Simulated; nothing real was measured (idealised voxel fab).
The following process module bears the name voxel self aligned vias.
In the cross-section labelled cut, the width is 295 nm and each square cell is 5 nm.
The cross-sections in this document take the form of a grid made of square cells. They are written out as bands, in order from top to bottom. Each band consists of one or more rows of cells. Top, bottom (nm), then materials left to right with widths (nm); lone material tagged "all across" fills the whole band edge to edge; "blank" = empty space. Where do heights start? At 0: under that level the wafer as delivered is made of one material only. And the lowest band has no floor; it just carries on downward, as in "top 0, no bottom". You'd read "30..40" like this: the band's top row of cells is as wide as the first number, its bottom row is as wide as the second, and going down, every row changes width by the same amount as the row before did. For the purposes of this document, the phrase "nothing got changed" attached to a step denotes that no cell within the cross-section was modified by that step. Listed in "Closed-off voids": every empty space of 8 or more cells without an open way to the top. Form: width x height at distance, the distance being from the left edge, all in nm. Anything after a step's settings on that line? It's the simulator's own note about the step. A step's line can hold "overlay nm"; with a mask on that step, the setting says how far right of the planned place the mask lay, while a negative setting says it lay to the left.

## Intended process steps
1 RECEIVE: material Si
2 CONFORMAL_DEP: material SiO2, thk nm 15
3 CONFORMAL_DEP: material SiCN, thk nm 5
4 DIRECTIONAL_DEP: material SiO2, thk nm 30
5 DIRECTIONAL_DEP: material aC, thk nm 15
6 PATTERN: tone open, mask id LINES, material resist, width nm 20, pitch nm 70, thk nm 35, overlay nm 0
7 DIRECTIONAL_ETCH: etch materials aC, depth nm 15
8 STRIP: etch materials resist
9 DIRECTIONAL_ETCH: etch materials SiO2, depth nm 30
10 STRIP: etch materials aC
11 CONFORMAL_DEP: material TiN, thk nm 5
12 FILL_DEP: material W, thk nm 10
13 CMP: height nm 50
14 SELECTIVE_ETCH: etch materials W Ru TiN, depth nm 10
15 FILL_DEP: material SiN, thk nm 5
16 CMP: height nm 50
17 DIRECTIONAL_DEP: material SiO2, thk nm 20
18 MASKED_ETCH: tone open, mask id VIAS, width nm 40, pitch nm 140, etch materials SiO2, depth nm 20, overlay nm 0
19 MASKED_ETCH: tone open, mask id VIAS, width nm 40, pitch nm 140, etch materials SiN, depth nm 10, overlay nm 0
20 CONFORMAL_DEP: material TiN, thk nm 5
21 FILL_DEP: material Ru, thk nm 10
22 CMP: height nm 70
23 CONFORMAL_DEP: material SiN, thk nm 5

## Of two wafers, the first: run according to plan

## The cross-section here shows the wafer as received, i.e. in its state after step 1
    top 0, no bottom = Si all across
    Closed-off voids: none

## Wafer after step 2 (cross-section)
    top 15, bottom 0 = SiO2 all across
    Under 0: no change, same as before.

## Wafer after step 3 (cross-section)
    top 20, bottom 15 = SiCN all across
    Under 15: no change, same as before.

## Wafer after step 4 (cross-section)
    top 50, bottom 20 = SiO2 all across
    Under 20: no change, same as before.

## Wafer after step 5 (cross-section)
    top 65, bottom 50 = aC all across
    Under 50: no change, same as before.

## Wafer after step 6 (cross-section)
    top 100, bottom 65 = 65 nm resist; 20 nm blank; 50 nm resist; 20 nm blank; 50 nm resist; 20 nm blank; 70 nm resist
    Under 65: no change, same as before.

## Wafer after step 7 (cross-section)
    top 85, bottom 65 = 65 nm resist; 20 nm blank; 50 nm resist; 20 nm blank; 50 nm resist; 20 nm blank; 70 nm resist
    top 65, bottom 50 = 65 nm aC; 20 nm blank; 50 nm aC; 20 nm blank; 50 nm aC; 20 nm blank; 70 nm aC
    Under 50: no change, same as before.

## Wafer after step 8 (cross-section)
    top 65, bottom 50 = 65 nm aC; 20 nm blank; 50 nm aC; 20 nm blank; 50 nm aC; 20 nm blank; 70 nm aC
    Under 50: no change, same as before.

## Wafer after step 9 (cross-section)
    top 65, bottom 50 = 65 nm aC; 20 nm blank; 50 nm aC; 20 nm blank; 50 nm aC; 20 nm blank; 70 nm aC
    top 50, bottom 20 = 65 nm SiO2; 20 nm blank; 50 nm SiO2; 20 nm blank; 50 nm SiO2; 20 nm blank; 70 nm SiO2
    Under 20: no change, same as before.

## Wafer after step 10 (cross-section)
    top 50, bottom 20 = 65 nm SiO2; 20 nm blank; 50 nm SiO2; 20 nm blank; 50 nm SiO2; 20 nm blank; 70 nm SiO2
    Under 20: no change, same as before.

## Wafer after step 11 (cross-section)
    top 55, bottom 50 = 70 nm TiN; 10 nm blank; 60 nm TiN; 10 nm blank; 60 nm TiN; 10 nm blank; 75 nm TiN
    top 50, bottom 25 = 65 nm SiO2; 5 nm TiN; 10 nm blank; 5 nm TiN; 50 nm SiO2; 5 nm TiN; 10 nm blank; 5 nm TiN; 50 nm SiO2; 5 nm TiN; 10 nm blank; 5 nm TiN; 70 nm SiO2
    top 25, bottom 20 = 65 nm SiO2; 20 nm TiN; 50 nm SiO2; 20 nm TiN; 50 nm SiO2; 20 nm TiN; 70 nm SiO2
    Under 20: no change, same as before.

## Wafer after step 12 (cross-section)
    top 65, bottom 55 = W all across
    top 55, bottom 50 = 70 nm TiN; 10 nm W; 60 nm TiN; 10 nm W; 60 nm TiN; 10 nm W; 75 nm TiN
    top 50, bottom 25 = 65 nm SiO2; 5 nm TiN; 10 nm W; 5 nm TiN; 50 nm SiO2; 5 nm TiN; 10 nm W; 5 nm TiN; 50 nm SiO2; 5 nm TiN; 10 nm W; 5 nm TiN; 70 nm SiO2
    Under 25: no change, same as before.

## Wafer after step 13 (cross-section)
    top 50, bottom 25 = 65 nm SiO2; 5 nm TiN; 10 nm W; 5 nm TiN; 50 nm SiO2; 5 nm TiN; 10 nm W; 5 nm TiN; 50 nm SiO2; 5 nm TiN; 10 nm W; 5 nm TiN; 70 nm SiO2
    Under 25: no change, same as before.

## Wafer after step 14 (cross-section)
    top 50, bottom 40 = 65 nm SiO2; 20 nm blank; 50 nm SiO2; 20 nm blank; 50 nm SiO2; 20 nm blank; 70 nm SiO2
    Under 40: no change, same as before.

## Wafer after step 15 (cross-section)
    top 55, bottom 50 = SiN all across
    top 50, bottom 40 = 65 nm SiO2; 20 nm SiN; 50 nm SiO2; 20 nm SiN; 50 nm SiO2; 20 nm SiN; 70 nm SiO2
    Under 40: no change, same as before.

## Wafer after step 16 (cross-section)
    top 50, bottom 40 = 65 nm SiO2; 20 nm SiN; 50 nm SiO2; 20 nm SiN; 50 nm SiO2; 20 nm SiN; 70 nm SiO2
    Under 40: no change, same as before.

## Wafer after step 17 (cross-section)
    top 70, bottom 50 = SiO2 all across
    Under 50: no change, same as before.

## Wafer after step 18 (cross-section)
    top 70, bottom 50 = 55 nm SiO2; 40 nm blank; 100 nm SiO2; 40 nm blank; 60 nm SiO2
    Under 50: no change, same as before.

## Wafer after step 19 (cross-section)
    top 70, bottom 50 = 55 nm SiO2; 40 nm blank; 100 nm SiO2; 40 nm blank; 60 nm SiO2
    top 50, bottom 40 = 65 nm SiO2; 20 nm blank; 50 nm SiO2; 20 nm SiN; 50 nm SiO2; 20 nm blank; 70 nm SiO2
    Under 40: no change, same as before.

## Wafer after step 20 (cross-section)
    top 75, bottom 70 = 60 nm TiN; 30 nm blank; 110 nm TiN; 30 nm blank; 65 nm TiN
    top 70, bottom 55 = 55 nm SiO2; 5 nm TiN; 30 nm blank; 5 nm TiN; 100 nm SiO2; 5 nm TiN; 30 nm blank; 5 nm TiN; 60 nm SiO2
    top 55, bottom 50 = 55 nm SiO2; 15 nm TiN; 10 nm blank; 15 nm TiN; 100 nm SiO2; 15 nm TiN; 10 nm blank; 15 nm TiN; 60 nm SiO2
    top 50, bottom 45 = 65 nm SiO2; 5 nm TiN; 10 nm blank; 5 nm TiN; 50 nm SiO2; 20 nm SiN; 50 nm SiO2; 5 nm TiN; 10 nm blank; 5 nm TiN; 70 nm SiO2
    top 45, bottom 40 = 65 nm SiO2; 20 nm TiN; 50 nm SiO2; 20 nm SiN; 50 nm SiO2; 20 nm TiN; 70 nm SiO2
    Under 40: no change, same as before.

## Wafer after step 21 (cross-section)
    top 85, bottom 75 = Ru all across
    top 75, bottom 70 = 60 nm TiN; 30 nm Ru; 110 nm TiN; 30 nm Ru; 65 nm TiN
    top 70, bottom 55 = 55 nm SiO2; 5 nm TiN; 30 nm Ru; 5 nm TiN; 100 nm SiO2; 5 nm TiN; 30 nm Ru; 5 nm TiN; 60 nm SiO2
    top 55, bottom 50 = 55 nm SiO2; 15 nm TiN; 10 nm Ru; 15 nm TiN; 100 nm SiO2; 15 nm TiN; 10 nm Ru; 15 nm TiN; 60 nm SiO2
    top 50, bottom 45 = 65 nm SiO2; 5 nm TiN; 10 nm Ru; 5 nm TiN; 50 nm SiO2; 20 nm SiN; 50 nm SiO2; 5 nm TiN; 10 nm Ru; 5 nm TiN; 70 nm SiO2
    Under 45: no change, same as before.

## Wafer after step 22 (cross-section)
    top 70, bottom 55 = 55 nm SiO2; 5 nm TiN; 30 nm Ru; 5 nm TiN; 100 nm SiO2; 5 nm TiN; 30 nm Ru; 5 nm TiN; 60 nm SiO2
    Under 55: no change, same as before.

## Wafer after step 23 (cross-section)
    top 75, bottom 70 = SiN all across
    Under 70: no change, same as before.

## Okay, second wafer. Nothing different at the start, nothing different in the plan, just one mistake somewhere in the running. As far as step 17, counting that step, it's the first wafer all over again

## Here is the second wafer in cross-section at the point where step 18 of the plan should have been done
    top 70, bottom 50 = 50 nm SiO2; 40 nm blank; 100 nm SiO2; 40 nm blank; 65 nm SiO2
    Under 50: no change, same as before.

## Here is the second wafer in cross-section at the point where step 19 of the plan should have been done
    top 70, bottom 50 = 50 nm SiO2; 40 nm blank; 100 nm SiO2; 40 nm blank; 65 nm SiO2
    top 50, bottom 40 = 65 nm SiO2; 20 nm blank; 50 nm SiO2; 20 nm SiN; 50 nm SiO2; 20 nm blank; 70 nm SiO2
    Under 40: no change, same as before.

## Here is the second wafer in cross-section at the point where step 20 of the plan should have been done
    top 75, bottom 70 = 55 nm TiN; 30 nm blank; 110 nm TiN; 30 nm blank; 70 nm TiN
    top 70, bottom 55 = 50 nm SiO2; 5 nm TiN; 30 nm blank; 5 nm TiN; 100 nm SiO2; 5 nm TiN; 30 nm blank; 5 nm TiN; 65 nm SiO2
    top 55, bottom 50 = 50 nm SiO2; 20 nm TiN; 10 nm blank; 10 nm TiN; 100 nm SiO2; 20 nm TiN; 10 nm blank; 10 nm TiN; 65 nm SiO2
    top 50, bottom 45 = 65 nm SiO2; 5 nm TiN; 10 nm blank; 5 nm TiN; 50 nm SiO2; 20 nm SiN; 50 nm SiO2; 5 nm TiN; 10 nm blank; 5 nm TiN; 70 nm SiO2
    top 45, bottom 40 = 65 nm SiO2; 20 nm TiN; 50 nm SiO2; 20 nm SiN; 50 nm SiO2; 20 nm TiN; 70 nm SiO2
    Under 40: no change, same as before.

## Here is the second wafer in cross-section at the point where step 21 of the plan should have been done
    top 85, bottom 75 = Ru all across
    top 75, bottom 70 = 55 nm TiN; 30 nm Ru; 110 nm TiN; 30 nm Ru; 70 nm TiN
    top 70, bottom 55 = 50 nm SiO2; 5 nm TiN; 30 nm Ru; 5 nm TiN; 100 nm SiO2; 5 nm TiN; 30 nm Ru; 5 nm TiN; 65 nm SiO2
    top 55, bottom 50 = 50 nm SiO2; 20 nm TiN; 10 nm Ru; 10 nm TiN; 100 nm SiO2; 20 nm TiN; 10 nm Ru; 10 nm TiN; 65 nm SiO2
    top 50, bottom 45 = 65 nm SiO2; 5 nm TiN; 10 nm Ru; 5 nm TiN; 50 nm SiO2; 20 nm SiN; 50 nm SiO2; 5 nm TiN; 10 nm Ru; 5 nm TiN; 70 nm SiO2
    Under 45: no change, same as before.

## Here is the second wafer in cross-section at the point where step 22 of the plan should have been done
    top 70, bottom 55 = 50 nm SiO2; 5 nm TiN; 30 nm Ru; 5 nm TiN; 100 nm SiO2; 5 nm TiN; 30 nm Ru; 5 nm TiN; 65 nm SiO2
    Under 55: no change, same as before.

## Here is the second wafer in cross-section at the point where step 23 of the plan should have been done
    top 75, bottom 70 = SiN all across
    Under 70: no change, same as before.
Deviation from plan: so step 18 ended up running with a different setting than we planned, it ran as MASKED_ETCH: tone open, mask id VIAS, width nm 40, pitch nm 140, etch materials SiO2, depth nm 20, overlay nm -5
Cell counts per material: same on both final wafers. Positions: different.
